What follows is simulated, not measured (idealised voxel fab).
Title: Process Module voxel wiring stack
Xsec cut, 290 nm wide, square cell size 5 nm.
In this document a cross-section is written as a grid of square cells. It is given as a series of bands, listed from the top down, and a band is one or more rows of cells. Top height, bottom height, nm. Materials left to right, width each, nm. Single material + "throughout" = fills band edge to edge. "blank" = empty. Heights are expressed relative to 0, this being the level below which the as-received wafer comprises one material exclusively. The lowest band is unbounded in the downward direction and is denoted as in "0 and below". You'd read "30..40" like this: the band's top row of cells is as wide as the first number, its bottom row is as wide as the second, and going down, every row changes width by the same amount as the row before did. Where a step carries "no change occurred", the cross-section came out of it unchanged, cell for cell. Voids not open to the top, 8 cells minimum: see "Entrapped voids". Written width x height at distance; distance is from the left edge; nm. On a step's line, text after the settings is the simulator commenting on that step. Regarding "overlay nm": on a step with a mask, it is the distance the mask lay to the right of its planned place; a negative value places it to the left. In what follows, pairs of cross-sections are presented, each taken before and after one process step, with the after cross-section shown only down to the lowest band that was altered; the step, together with its settings, is stated below the pair. The pairs may stem from different runs of this module on the same starting wafer; accordingly, a pair should be taken as continuing from the one above it solely where its entry headed "Preceding state" indicates as much.
-- Preceding state
- 165 down to 130 = resist 60 nm; blank 30 nm; resist 15 nm; blank 30 nm; resist 15 nm; blank 30 nm; resist 15 nm; blank 30 nm; resist 65 nm
- 130 down to 115 = aC 70 nm; blank 15 nm; aC 75 nm; blank 15 nm; aC 115 nm
- 115 down to 105 = lowk 70 nm; blank 15 nm; lowk 75 nm; blank 15 nm; lowk 115 nm
- 105 down to 90 = lowk 70 nm; aC 15 nm; lowk 75 nm; aC 15 nm; lowk 115 nm
- 90 down to 85 = SiCN throughout
- 85 down to 65 = lowk 60 nm; TiN 5 nm; W 20 nm; TiN 5 nm; lowk 15 nm; TiN 5 nm; W 20 nm; TiN 5 nm; lowk 15 nm; TiN 5 nm; W 20 nm; TiN 5 nm; lowk 15 nm; TiN 5 nm; W 20 nm; TiN 5 nm; lowk 65 nm
- 65 down to 60 = SiCN 60 nm; TiN 30 nm; SiCN 15 nm; TiN 30 nm; SiCN 15 nm; TiN 30 nm; SiCN 15 nm; TiN 30 nm; SiCN 65 nm
- 60 down to 45 = SiO2 60 nm; Ru 15 nm; SiO2 30 nm; Ru 15 nm; SiO2 30 nm; Ru 15 nm; SiO2 30 nm; Ru 15 nm; SiO2 80 nm
- 45 down to 40 = SiCN 60 nm; Ru 15 nm; SiCN 30 nm; Ru 15 nm; SiCN 30 nm; Ru 15 nm; SiCN 30 nm; Ru 15 nm; SiCN 80 nm
- 40 down to 20 = lowk 60 nm; TiN 5 nm; Cu 20 nm; TiN 5 nm; lowk 15 nm; TiN 5 nm; Cu 20 nm; TiN 5 nm; lowk 15 nm; TiN 5 nm; Cu 20 nm; TiN 5 nm; lowk 15 nm; TiN 5 nm; Cu 20 nm; TiN 5 nm; lowk 65 nm
- 20 down to 15 = SiCN 60 nm; TiN 30 nm; SiCN 15 nm; TiN 30 nm; SiCN 15 nm; TiN 30 nm; SiCN 15 nm; TiN 30 nm; SiCN 65 nm
- 15 down to 0 = SiO2 throughout
- 0 and below = Si throughout
- Entrapped voids: none
-- Step Result
- 150 down to 130 = resist 60 nm; blank 30 nm; resist 15 nm; blank 30 nm; resist 15 nm; blank 30 nm; resist 15 nm; blank 30 nm; resist 65 nm
- 130 down to 115 = aC 60 nm; blank 30 nm; aC 15 nm; blank 30 nm; aC 15 nm; blank 30 nm; aC 15 nm; blank 30 nm; aC 65 nm
- 115 down to 90 = lowk 70 nm; blank 15 nm; lowk 75 nm; blank 15 nm; lowk 115 nm
- Under the height 90 nothing was changed.
- Entrapped voids: none
In between the before and after cross-sections above, the step is op DIRECTIONAL_ETCH | etch materials aC | depth nm 15
Preceding state: The structure entering this step is exactly what the pair just above shows after its step.
-- Step Result
- 130 down to 115 = aC 60 nm; blank 30 nm; aC 15 nm; blank 30 nm; aC 15 nm; blank 30 nm; aC 15 nm; blank 30 nm; aC 65 nm
- Under the height 115 nothing was changed.
- Entrapped voids: none
In between the before and after cross-sections above, the step is op STRIP | etch materials resist
Preceding state: The structure entering this step is exactly what the pair just above shows after its step.
-- Step Result
- 130 down to 115 = aC 60 nm; blank 30 nm; aC 15 nm; blank 30 nm; aC 15 nm; blank 30 nm; aC 15 nm; blank 30 nm; aC 65 nm
- 115 down to 100 = lowk 60 nm; blank 30 nm; lowk 15 nm; blank 30 nm; lowk 15 nm; blank 30 nm; lowk 15 nm; blank 30 nm; lowk 65 nm
- Under the height 100 nothing was changed.
- Entrapped voids: none
In between the before and after cross-sections above, the step is op DIRECTIONAL_ETCH | etch materials lowk | depth nm 15
Preceding state: The structure entering this step is exactly what the pair just above shows after its step.
-- Step Result
- 130 down to 115 = aC 60 nm; blank 30 nm; aC 15 nm; blank 30 nm; aC 15 nm; blank 30 nm; aC 15 nm; blank 30 nm; aC 65 nm
- 115 down to 100 = lowk 60 nm; blank 30 nm; lowk 15 nm; blank 30 nm; lowk 15 nm; blank 30 nm; lowk 15 nm; blank 30 nm; lowk 65 nm
- 100 down to 90 = lowk 70 nm; blank 15 nm; lowk 75 nm; blank 15 nm; lowk 115 nm
- 90 down to 85 = SiCN 70 nm; blank 15 nm; SiCN 75 nm; blank 15 nm; SiCN 115 nm
- Under the height 85 nothing was changed.
- Entrapped voids: none
In between the before and after cross-sections above, the step is op DIRECTIONAL_ETCH | etch materials SiCN | depth nm 5
Preceding state: The structure entering this step is exactly what the pair just above shows after its step.
-- Step Result
- 115 down to 100 = lowk 60 nm; blank 30 nm; lowk 15 nm; blank 30 nm; lowk 15 nm; blank 30 nm; lowk 15 nm; blank 30 nm; lowk 65 nm
- Under the height 100 nothing was changed.
- Entrapped voids: none
In between the before and after cross-sections above, the step is op STRIP | etch materials aC
Preceding state: The structure entering this step is exactly what the pair just above shows after its step.
-- Step Result
- 120 down to 115 = TiN 65 nm; blank 20 nm; TiN 25 nm; blank 20 nm; TiN 25 nm; blank 20 nm; TiN 25 nm; blank 20 nm; TiN 70 nm
- 115 down to 105 = lowk 60 nm; TiN 5 nm; blank 20 nm; TiN 5 nm; lowk 15 nm; TiN 5 nm; blank 20 nm; TiN 5 nm; lowk 15 nm; TiN 5 nm; blank 20 nm; TiN 5 nm; lowk 15 nm; TiN 5 nm; blank 20 nm; TiN 5 nm; lowk 65 nm
- 105 down to 100 = lowk 60 nm; TiN 15 nm; blank 5 nm; TiN 10 nm; lowk 15 nm; TiN 30 nm; lowk 15 nm; TiN 15 nm; blank 5 nm; TiN 10 nm; lowk 15 nm; TiN 30 nm; lowk 65 nm
- 100 down to 90 = lowk 70 nm; TiN 5 nm; blank 5 nm; TiN 5 nm; lowk 75 nm; TiN 5 nm; blank 5 nm; TiN 5 nm; lowk 115 nm
- 90 down to 85 = SiCN 70 nm; TiN 15 nm; SiCN 75 nm; TiN 15 nm; SiCN 115 nm
- Under the height 85 nothing was changed.
- Entrapped voids: none
In between the before and after cross-sections above, the step is op CONFORMAL_DEP | material TiN | thk nm 5
Preceding state: The structure entering this step is exactly what the pair just above shows after its step.
-- Step Result
- 125 down to 120 = Cu throughout
- 120 down to 115 = TiN 65 nm; Cu 20 nm; TiN 25 nm; Cu 20 nm; TiN 25 nm; Cu 20 nm; TiN 25 nm; Cu 20 nm; TiN 70 nm
- 115 down to 105 = lowk 60 nm; TiN 5 nm; Cu 20 nm; TiN 5 nm; lowk 15 nm; TiN 5 nm; Cu 20 nm; TiN 5 nm; lowk 15 nm; TiN 5 nm; Cu 20 nm; TiN 5 nm; lowk 15 nm; TiN 5 nm; Cu 20 nm; TiN 5 nm; lowk 65 nm
- 105 down to 100 = lowk 60 nm; TiN 15 nm; Cu 5 nm; TiN 10 nm; lowk 15 nm; TiN 30 nm; lowk 15 nm; TiN 15 nm; Cu 5 nm; TiN 10 nm; lowk 15 nm; TiN 30 nm; lowk 65 nm
- 100 down to 90 = lowk 70 nm; TiN 5 nm; Cu 5 nm; TiN 5 nm; lowk 75 nm; TiN 5 nm; Cu 5 nm; TiN 5 nm; lowk 115 nm
- Under the height 90 nothing was changed.
- Entrapped voids: none
In between the before and after cross-sections above, the step is op FILL_DEP | material Cu | thk nm 5
Preceding state: The structure entering this step is exactly what the pair just above shows after its step.
-- Step Result
- 115 down to 105 = lowk 60 nm; TiN 5 nm; Cu 20 nm; TiN 5 nm; lowk 15 nm; TiN 5 nm; Cu 20 nm; TiN 5 nm; lowk 15 nm; TiN 5 nm; Cu 20 nm; TiN 5 nm; lowk 15 nm; TiN 5 nm; Cu 20 nm; TiN 5 nm; lowk 65 nm
- Under the height 105 nothing was changed.
- Entrapped voids: none
In between the before and after cross-sections above, the step is op CMP | height nm 115
Preceding state: The structure entering this step is exactly what the pair just above shows after its step.
-- Step Result
- 120 down to 115 = SiCN throughout
- Under the height 115 nothing was changed.
- Entrapped voids: none
In between the before and after cross-sections above, the step is op CONFORMAL_DEP | material SiCN | thk nm 5
-- Preceding state
- 115 down to 90 = lowk 60 nm; blank 15 nm; lowk 75 nm; blank 15 nm; lowk 125 nm
- 90 down to 85 = SiCN throughout
- 85 down to 65 = lowk 60 nm; TiN 5 nm; W 20 nm; TiN 5 nm; lowk 15 nm; TiN 5 nm; W 20 nm; TiN 5 nm; lowk 15 nm; TiN 5 nm; W 20 nm; TiN 5 nm; lowk 15 nm; TiN 5 nm; W 20 nm; TiN 5 nm; lowk 65 nm
- 65 down to 60 = SiCN 60 nm; TiN 30 nm; SiCN 15 nm; TiN 30 nm; SiCN 15 nm; TiN 30 nm; SiCN 15 nm; TiN 30 nm; SiCN 65 nm
- 60 down to 45 = SiO2 60 nm; Ru 15 nm; SiO2 30 nm; Ru 15 nm; SiO2 30 nm; Ru 15 nm; SiO2 30 nm; Ru 15 nm; SiO2 80 nm
- 45 down to 40 = SiCN 60 nm; Ru 15 nm; SiCN 30 nm; Ru 15 nm; SiCN 30 nm; Ru 15 nm; SiCN 30 nm; Ru 15 nm; SiCN 80 nm
- 40 down to 20 = lowk 60 nm; TiN 5 nm; Cu 20 nm; TiN 5 nm; lowk 15 nm; TiN 5 nm; Cu 20 nm; TiN 5 nm; lowk 15 nm; TiN 5 nm; Cu 20 nm; TiN 5 nm; lowk 15 nm; TiN 5 nm; Cu 20 nm; TiN 5 nm; lowk 65 nm
- 20 down to 15 = SiCN 60 nm; TiN 30 nm; SiCN 15 nm; TiN 30 nm; SiCN 15 nm; TiN 30 nm; SiCN 15 nm; TiN 30 nm; SiCN 65 nm
- 15 down to 0 = SiO2 throughout
- 0 and below = Si throughout
- Entrapped voids: none
-- Step Result
- 130 down to 115 = W 60 nm; blank 15 nm; W 75 nm; blank 15 nm; W 125 nm
- 115 down to 105 = lowk 60 nm; blank 15 nm; lowk 75 nm; blank 15 nm; lowk 125 nm
- 105 down to 90 = lowk 60 nm; W 15 nm; lowk 75 nm; W 15 nm; lowk 125 nm
- Under the height 90 nothing was changed.
- Entrapped voids: none
In between the before and after cross-sections above, the step is op DIRECTIONAL_DEP | material W | thk nm 15
Preceding state: The structure entering this step is exactly what the pair just above shows after its step.
-- Step Result
- 165 down to 130 = resist 60 nm; blank 30 nm; resist 15 nm; blank 30 nm; resist 15 nm; blank 30 nm; resist 15 nm; blank 30 nm; resist 65 nm
- Under the height 130 nothing was changed.
- Entrapped voids: none
In between the before and after cross-sections above, the step is op PATTERN | tone open | mask id METAL_3 | material resist | width nm 30 | pitch nm 45 | thk nm 35 | overlay nm 0
Preceding state: The structure entering this step is exactly what the pair just above shows after its step.
-- Step Result
- 150 down to 130 = resist 60 nm; blank 30 nm; resist 15 nm; blank 30 nm; resist 15 nm; blank 30 nm; resist 15 nm; blank 30 nm; resist 65 nm
- Under the height 130 nothing was changed.
- Entrapped voids: none
In between the before and after cross-sections above, the step is op DIRECTIONAL_ETCH | etch materials aC | depth nm 15
Preceding state: The structure entering this step is exactly what the pair just above shows after its step.
-- Step Result
- 130 down to 115 = W 60 nm; blank 15 nm; W 75 nm; blank 15 nm; W 125 nm
- Under the height 115 nothing was changed.
- Entrapped voids: none
In between the before and after cross-sections above, the step is op STRIP | etch materials resist
Preceding state: The structure entering this step is exactly what the pair just above shows after its step.
-- Step Result
- 135 down to 130 = TiN 65 nm; blank 5 nm; TiN 85 nm; blank 5 nm; TiN 130 nm
- 130 down to 115 = W 60 nm; TiN 5 nm; blank 5 nm; TiN 5 nm; W 75 nm; TiN 5 nm; blank 5 nm; TiN 5 nm; W 125 nm
- 115 down to 110 = lowk 60 nm; TiN 5 nm; blank 5 nm; TiN 5 nm; lowk 75 nm; TiN 5 nm; blank 5 nm; TiN 5 nm; lowk 125 nm
- 110 down to 105 = lowk 60 nm; TiN 15 nm; lowk 75 nm; TiN 15 nm; lowk 125 nm
- Under the height 105 nothing was changed.
- Entrapped voids: none
In between the before and after cross-sections above, the step is op CONFORMAL_DEP | material TiN | thk nm 5
Preceding state: The structure entering this step is exactly what the pair just above shows after its step.
-- Step Result
- 140 down to 135 = Cu throughout
- 135 down to 130 = TiN 65 nm; Cu 5 nm; TiN 85 nm; Cu 5 nm; TiN 130 nm
- 130 down to 115 = W 60 nm; TiN 5 nm; Cu 5 nm; TiN 5 nm; W 75 nm; TiN 5 nm; Cu 5 nm; TiN 5 nm; W 125 nm
- 115 down to 110 = lowk 60 nm; TiN 5 nm; Cu 5 nm; TiN 5 nm; lowk 75 nm; TiN 5 nm; Cu 5 nm; TiN 5 nm; lowk 125 nm
- Under the height 110 nothing was changed.
- Entrapped voids: none
In between the before and after cross-sections above, the step is op FILL_DEP | material Cu | thk nm 5
Preceding state: The structure entering this step is exactly what the pair just above shows after its step.
-- Step Result
- 115 down to 110 = lowk 60 nm; TiN 5 nm; Cu 5 nm; TiN 5 nm; lowk 75 nm; TiN 5 nm; Cu 5 nm; TiN 5 nm; lowk 125 nm
- Under the height 110 nothing was changed.
- Entrapped voids: none
In between the before and after cross-sections above, the step is op CMP | height nm 115
Preceding state: The structure entering this step is exactly what the pair just above shows after its step.
-- Step Result
- 120 down to 115 = SiCN throughout
- Under the height 115 nothing was changed.
- Entrapped voids: none
In between the before and after cross-sections above, the step is op CONFORMAL_DEP | material SiCN | thk nm 5
-- Preceding state
- 60 down to 45 = SiO2 throughout
- 45 down to 40 = SiCN throughout
- 40 down to 20 = lowk 60 nm; TiN 5 nm; Cu 20 nm; TiN 5 nm; lowk 15 nm; TiN 5 nm; Cu 20 nm; TiN 5 nm; lowk 15 nm; TiN 5 nm; Cu 20 nm; TiN 5 nm; lowk 15 nm; TiN 5 nm; Cu 20 nm; TiN 5 nm; lowk 65 nm
- 20 down to 15 = SiCN 60 nm; TiN 30 nm; SiCN 15 nm; TiN 30 nm; SiCN 15 nm; TiN 30 nm; SiCN 15 nm; TiN 30 nm; SiCN 65 nm
- 15 down to 0 = SiO2 throughout
- 0 and below = Si throughout
- Entrapped voids: none
-- Step Result
- 75 down to 60 = blank 60 nm; resist 15 nm; blank 30 nm; resist 15 nm; blank 30 nm; resist 15 nm; blank 30 nm; resist 15 nm; blank 80 nm
- Under the height 60 nothing was changed.
- Entrapped voids: none
In between the before and after cross-sections above, the step is op PATTERN | tone cover | mask id PLUG_1 | material resist | width nm 15 | pitch nm 45 | thk nm 15 | overlay nm 0
Preceding state: The structure entering this step is exactly what the pair just above shows after its step.
-- Step Result
- 75 down to 60 = blank 60 nm; resist 15 nm; blank 30 nm; resist 15 nm; blank 30 nm; resist 15 nm; blank 30 nm; resist 15 nm; blank 80 nm
- 60 down to 45 = blank 60 nm; SiO2 15 nm; blank 30 nm; SiO2 15 nm; blank 30 nm; SiO2 15 nm; blank 30 nm; SiO2 15 nm; blank 80 nm
- Under the height 45 nothing was changed.
- Entrapped voids: none
In between the before and after cross-sections above, the step is op DIRECTIONAL_ETCH | etch materials SiO2 | depth nm 15
Preceding state: The structure entering this step is exactly what the pair just above shows after its step.
-- Step Result
- 75 down to 60 = blank 60 nm; resist 15 nm; blank 30 nm; resist 15 nm; blank 30 nm; resist 15 nm; blank 30 nm; resist 15 nm; blank 80 nm
- 60 down to 45 = blank 60 nm; SiO2 15 nm; blank 30 nm; SiO2 15 nm; blank 30 nm; SiO2 15 nm; blank 30 nm; SiO2 15 nm; blank 80 nm
- 45 down to 40 = blank 60 nm; SiCN 15 nm; blank 30 nm; SiCN 15 nm; blank 30 nm; SiCN 15 nm; blank 30 nm; SiCN 15 nm; blank 80 nm
- Under the height 40 nothing was changed.
- Entrapped voids: none
In between the before and after cross-sections above, the step is op DIRECTIONAL_ETCH | etch materials SiCN | depth nm 5
Preceding state: The structure entering this step is exactly what the pair just above shows after its step.
-- Step Result
- 60 down to 45 = blank 60 nm; SiO2 15 nm; blank 30 nm; SiO2 15 nm; blank 30 nm; SiO2 15 nm; blank 30 nm; SiO2 15 nm; blank 80 nm
- Under the height 45 nothing was changed.
- Entrapped voids: none
In between the before and after cross-sections above, the step is op STRIP | etch materials resist
Preceding state: The structure entering this step is exactly what the pair just above shows after its step.
-- Step Result
- 60 down to 50 = blank 60 nm; SiO2 15 nm; blank 30 nm; SiO2 15 nm; blank 30 nm; SiO2 15 nm; blank 30 nm; SiO2 15 nm; blank 80 nm
- 50 down to 45 = blank 60 nm; SiO2 15 nm; Ru 25 nm; blank 5 nm; SiO2 15 nm; Ru 25 nm; blank 5 nm; SiO2 15 nm; Ru 25 nm; blank 5 nm; SiO2 15 nm; Ru 25 nm; blank 55 nm
- 45 down to 40 = blank 60 nm; SiCN 15 nm; Ru 25 nm; blank 5 nm; SiCN 15 nm; Ru 25 nm; blank 5 nm; SiCN 15 nm; Ru 25 nm; blank 5 nm; SiCN 15 nm; Ru 25 nm; blank 55 nm
- Under the height 40 nothing was changed.
- Entrapped voids: none
In between the before and after cross-sections above, the step is op EPI | material Ru | thk nm 10
Preceding state: The structure entering this step is exactly what the pair just above shows after its step.
-- Step Result
- 60 down to 45 = blank 60 nm; SiO2 15 nm; Ru 30 nm; SiO2 15 nm; Ru 30 nm; SiO2 15 nm; Ru 30 nm; SiO2 15 nm; Ru 35 nm; blank 45 nm
- 45 down to 40 = blank 60 nm; SiCN 15 nm; Ru 30 nm; SiCN 15 nm; Ru 30 nm; SiCN 15 nm; Ru 30 nm; SiCN 15 nm; Ru 35 nm; blank 45 nm
- Under the height 40 nothing was changed.
- Entrapped voids: none
In between the before and after cross-sections above, the step is op EPI | material Ru | thk nm 10
Preceding state: The structure entering this step is exactly what the pair just above shows after its step.
-- Step Result
- 65 down to 60 = blank 55 nm; SiCN 195 nm; blank 40 nm
- 60 down to 45 = blank 55 nm; SiCN 5 nm; SiO2 15 nm; Ru 30 nm; SiO2 15 nm; Ru 30 nm; SiO2 15 nm; Ru 30 nm; SiO2 15 nm; Ru 35 nm; SiCN 5 nm; blank 40 nm
- 45 down to 40 = SiCN 75 nm; Ru 30 nm; SiCN 15 nm; Ru 30 nm; SiCN 15 nm; Ru 30 nm; SiCN 15 nm; Ru 35 nm; SiCN 45 nm
- Under the height 40 nothing was changed.
- Entrapped voids: none
In between the before and after cross-sections above, the step is op CONFORMAL_DEP | material SiCN | thk nm 5
Preceding state: The structure entering this step is exactly what the pair just above shows after its step.
-- Step Result
- 85 down to 65 = blank 55 nm; lowk 195 nm; blank 40 nm
- 65 down to 60 = lowk 55 nm; SiCN 195 nm; lowk 40 nm
- 60 down to 45 = lowk 55 nm; SiCN 5 nm; SiO2 15 nm; Ru 30 nm; SiO2 15 nm; Ru 30 nm; SiO2 15 nm; Ru 30 nm; SiO2 15 nm; Ru 35 nm; SiCN 5 nm; lowk 40 nm
- Under the height 45 nothing was changed.
- Entrapped voids: none
In between the before and after cross-sections above, the step is op DIRECTIONAL_DEP | material lowk | thk nm 20
Preceding state: The structure entering this step is exactly what the pair just above shows after its step.
-- Step Result
- 85 down to 65 = blank 55 nm; lowk 5 nm; blank 30 nm; lowk 15 nm; blank 30 nm; lowk 15 nm; blank 30 nm; lowk 15 nm; blank 30 nm; lowk 25 nm; blank 40 nm
- Under the height 65 nothing was changed.
- Entrapped voids: none
In between the before and after cross-sections above, the step is op MASKED_ETCH | tone open | mask id METAL_2 | width nm 30 | pitch nm 45 | etch materials lowk | depth nm 20 | overlay nm 0
Preceding state: The structure entering this step is exactly what the pair just above shows after its step.
-- Step Result
- 85 down to 65 = blank 55 nm; lowk 5 nm; blank 30 nm; lowk 15 nm; blank 30 nm; lowk 15 nm; blank 30 nm; lowk 15 nm; blank 30 nm; lowk 25 nm; blank 40 nm
- 65 down to 60 = lowk 55 nm; SiCN 5 nm; blank 30 nm; SiCN 15 nm; blank 30 nm; SiCN 15 nm; blank 30 nm; SiCN 15 nm; blank 30 nm; SiCN 25 nm; lowk 40 nm
- Under the height 60 nothing was changed.
- Entrapped voids: none
In between the before and after cross-sections above, the step is op MASKED_ETCH | tone open | mask id METAL_2 | width nm 30 | pitch nm 45 | etch materials SiCN | depth nm 5 | overlay nm 0
Preceding state: The structure entering this step is exactly what the pair just above shows after its step.
-- Step Result
- 90 down to 85 = blank 50 nm; TiN 15 nm; blank 20 nm; TiN 25 nm; blank 20 nm; TiN 25 nm; blank 20 nm; TiN 25 nm; blank 20 nm; TiN 35 nm; blank 35 nm
- 85 down to 70 = blank 50 nm; TiN 5 nm; lowk 5 nm; TiN 5 nm; blank 20 nm; TiN 5 nm; lowk 15 nm; TiN 5 nm; blank 20 nm; TiN 5 nm; lowk 15 nm; TiN 5 nm; blank 20 nm; TiN 5 nm; lowk 15 nm; TiN 5 nm; blank 20 nm; TiN 5 nm; lowk 25 nm; TiN 5 nm; blank 35 nm
- 70 down to 65 = TiN 55 nm; lowk 5 nm; TiN 5 nm; blank 20 nm; TiN 5 nm; lowk 15 nm; TiN 5 nm; blank 20 nm; TiN 5 nm; lowk 15 nm; TiN 5 nm; blank 20 nm; TiN 5 nm; lowk 15 nm; TiN 5 nm; blank 20 nm; TiN 5 nm; lowk 25 nm; TiN 40 nm
- 65 down to 60 = lowk 55 nm; SiCN 5 nm; TiN 30 nm; SiCN 15 nm; TiN 30 nm; SiCN 15 nm; TiN 30 nm; SiCN 15 nm; TiN 30 nm; SiCN 25 nm; lowk 40 nm
- Under the height 60 nothing was changed.
- Entrapped voids: none
In between the before and after cross-sections above, the step is op CONFORMAL_DEP | material TiN | thk nm 5
Preceding state: The structure entering this step is exactly what the pair just above shows after its step.
-- Step Result
- 100 down to 90 = W throughout
- 90 down to 85 = W 50 nm; TiN 15 nm; W 20 nm; TiN 25 nm; W 20 nm; TiN 25 nm; W 20 nm; TiN 25 nm; W 20 nm; TiN 35 nm; W 35 nm
- 85 down to 70 = W 50 nm; TiN 5 nm; lowk 5 nm; TiN 5 nm; W 20 nm; TiN 5 nm; lowk 15 nm; TiN 5 nm; W 20 nm; TiN 5 nm; lowk 15 nm; TiN 5 nm; W 20 nm; TiN 5 nm; lowk 15 nm; TiN 5 nm; W 20 nm; TiN 5 nm; lowk 25 nm; TiN 5 nm; W 35 nm
- 70 down to 65 = TiN 55 nm; lowk 5 nm; TiN 5 nm; W 20 nm; TiN 5 nm; lowk 15 nm; TiN 5 nm; W 20 nm; TiN 5 nm; lowk 15 nm; TiN 5 nm; W 20 nm; TiN 5 nm; lowk 15 nm; TiN 5 nm; W 20 nm; TiN 5 nm; lowk 25 nm; TiN 40 nm
- Under the height 65 nothing was changed.
- Entrapped voids: none
In between the before and after cross-sections above, the step is op FILL_DEP | material W | thk nm 10
Preceding state: The structure entering this step is exactly what the pair just above shows after its step.
-- Step Result
- 85 down to 70 = W 50 nm; TiN 5 nm; lowk 5 nm; TiN 5 nm; W 20 nm; TiN 5 nm; lowk 15 nm; TiN 5 nm; W 20 nm; TiN 5 nm; lowk 15 nm; TiN 5 nm; W 20 nm; TiN 5 nm; lowk 15 nm; TiN 5 nm; W 20 nm; TiN 5 nm; lowk 25 nm; TiN 5 nm; W 35 nm
- Under the height 70 nothing was changed.
- Entrapped voids: none
In between the before and after cross-sections above, the step is op CMP | height nm 85
Preceding state: The structure entering this step is exactly what the pair just above shows after its step.
-- Step Result
- 90 down to 85 = SiCN throughout
- Under the height 85 nothing was changed.
- Entrapped voids: none
In between the before and after cross-sections above, the step is op CONFORMAL_DEP | material SiCN | thk nm 5
Preceding state: The structure entering this step is exactly what the pair just above shows after its step.
-- Step Result
- 115 down to 90 = lowk throughout
- Under the height 90 nothing was changed.
- Entrapped voids: none
In between the before and after cross-sections above, the step is op DIRECTIONAL_DEP | material lowk | thk nm 25
Preceding state: The structure entering this step is exactly what the pair just above shows after its step.
-- Step Result
- 130 down to 115 = resist 60 nm; blank 15 nm; resist 75 nm; blank 15 nm; resist 125 nm
- Under the height 115 nothing was changed.
- Entrapped voids: none
In between the before and after cross-sections above, the step is op PATTERN | tone open | mask id METAL_3_HOLES | material resist | width nm 15 | pitch nm 90 | thk nm 15 | overlay nm 0
Preceding state: The structure entering this step is exactly what the pair just above shows after its step.
-- Step Result
- 130 down to 115 = resist 60 nm; blank 15 nm; resist 75 nm; blank 15 nm; resist 125 nm
- 115 down to 90 = lowk 60 nm; blank 15 nm; lowk 75 nm; blank 15 nm; lowk 125 nm
- Under the height 90 nothing was changed.
- Entrapped voids: none
In between the before and after cross-sections above, the step is op DIRECTIONAL_ETCH | etch materials lowk | depth nm 25
Preceding state: The structure entering this step is exactly what the pair just above shows after its step.
-- Step Result
- 115 down to 90 = lowk 60 nm; blank 15 nm; lowk 75 nm; blank 15 nm; lowk 125 nm
- Under the height 90 nothing was changed.
- Entrapped voids: none
In between the before and after cross-sections above, the step is op STRIP | etch materials resist
Preceding state: The structure entering this step is exactly what the pair just above shows after its step.
-- Step Result
- 130 down to 115 = aC 60 nm; blank 15 nm; aC 75 nm; blank 15 nm; aC 125 nm
- 115 down to 105 = lowk 60 nm; blank 15 nm; lowk 75 nm; blank 15 nm; lowk 125 nm
- 105 down to 90 = lowk 60 nm; aC 15 nm; lowk 75 nm; aC 15 nm; lowk 125 nm
- Under the height 90 nothing was changed.
- Entrapped voids: none
In between the before and after cross-sections above, the step is op DIRECTIONAL_DEP | material aC | thk nm 15
Preceding state: The structure entering this step is exactly what the pair just above shows after its step.
-- Step Result
- 165 down to 130 = resist 60 nm; blank 30 nm; resist 15 nm; blank 30 nm; resist 15 nm; blank 30 nm; resist 15 nm; blank 30 nm; resist 65 nm
- Under the height 130 nothing was changed.
- Entrapped voids: none
In between the before and after cross-sections above, the step is op PATTERN | tone open | mask id METAL_3 | material resist | width nm 30 | pitch nm 45 | thk nm 35 | overlay nm 0
Preceding state: The structure entering this step is exactly what the pair just above shows after its step.
-- Step Result
- 150 down to 130 = resist 60 nm; blank 30 nm; resist 15 nm; blank 30 nm; resist 15 nm; blank 30 nm; resist 15 nm; blank 30 nm; resist 65 nm
- 130 down to 115 = aC 60 nm; blank 30 nm; aC 15 nm; blank 30 nm; aC 15 nm; blank 30 nm; aC 15 nm; blank 30 nm; aC 65 nm
- 115 down to 90 = lowk 60 nm; blank 15 nm; lowk 75 nm; blank 15 nm; lowk 125 nm
- Under the height 90 nothing was changed.
- Entrapped voids: none
In between the before and after cross-sections above, the step is op DIRECTIONAL_ETCH | etch materials aC | depth nm 15
Preceding state: The structure entering this step is exactly what the pair just above shows after its step.
-- Step Result
- 130 down to 115 = aC 60 nm; blank 30 nm; aC 15 nm; blank 30 nm; aC 15 nm; blank 30 nm; aC 15 nm; blank 30 nm; aC 65 nm
- Under the height 115 nothing was changed.
- Entrapped voids: none
In between the before and after cross-sections above, the step is op STRIP | etch materials resist
Preceding state: The structure entering this step is exactly what the pair just above shows after its step.
-- Step Result
- 130 down to 115 = aC 60 nm; blank 30 nm; aC 15 nm; blank 30 nm; aC 15 nm; blank 30 nm; aC 15 nm; blank 30 nm; aC 65 nm
- 115 down to 100 = lowk 60 nm; blank 30 nm; lowk 15 nm; blank 30 nm; lowk 15 nm; blank 30 nm; lowk 15 nm; blank 30 nm; lowk 65 nm
- Under the height 100 nothing was changed.
- Entrapped voids: none
In between the before and after cross-sections above, the step is op DIRECTIONAL_ETCH | etch materials lowk | depth nm 15
Preceding state: The structure entering this step is exactly what the pair just above shows after its step.
-- Step Result
- 130 down to 115 = aC 60 nm; blank 30 nm; aC 15 nm; blank 30 nm; aC 15 nm; blank 30 nm; aC 15 nm; blank 30 nm; aC 65 nm
- 115 down to 100 = lowk 60 nm; blank 30 nm; lowk 15 nm; blank 30 nm; lowk 15 nm; blank 30 nm; lowk 15 nm; blank 30 nm; lowk 65 nm
- 100 down to 90 = lowk 60 nm; blank 15 nm; lowk 75 nm; blank 15 nm; lowk 125 nm
- 90 down to 85 = SiCN 60 nm; blank 15 nm; SiCN 75 nm; blank 15 nm; SiCN 125 nm
- Under the height 85 nothing was changed.
- Entrapped voids: none
In between the before and after cross-sections above, the step is op DIRECTIONAL_ETCH | etch materials SiCN | depth nm 5
Preceding state: The structure entering this step is exactly what the pair just above shows after its step.
-- Step Result
- 115 down to 100 = lowk 60 nm; blank 30 nm; lowk 15 nm; blank 30 nm; lowk 15 nm; blank 30 nm; lowk 15 nm; blank 30 nm; lowk 65 nm
- Under the height 100 nothing was changed.
- Entrapped voids: none
In between the before and after cross-sections above, the step is op STRIP | etch materials aC
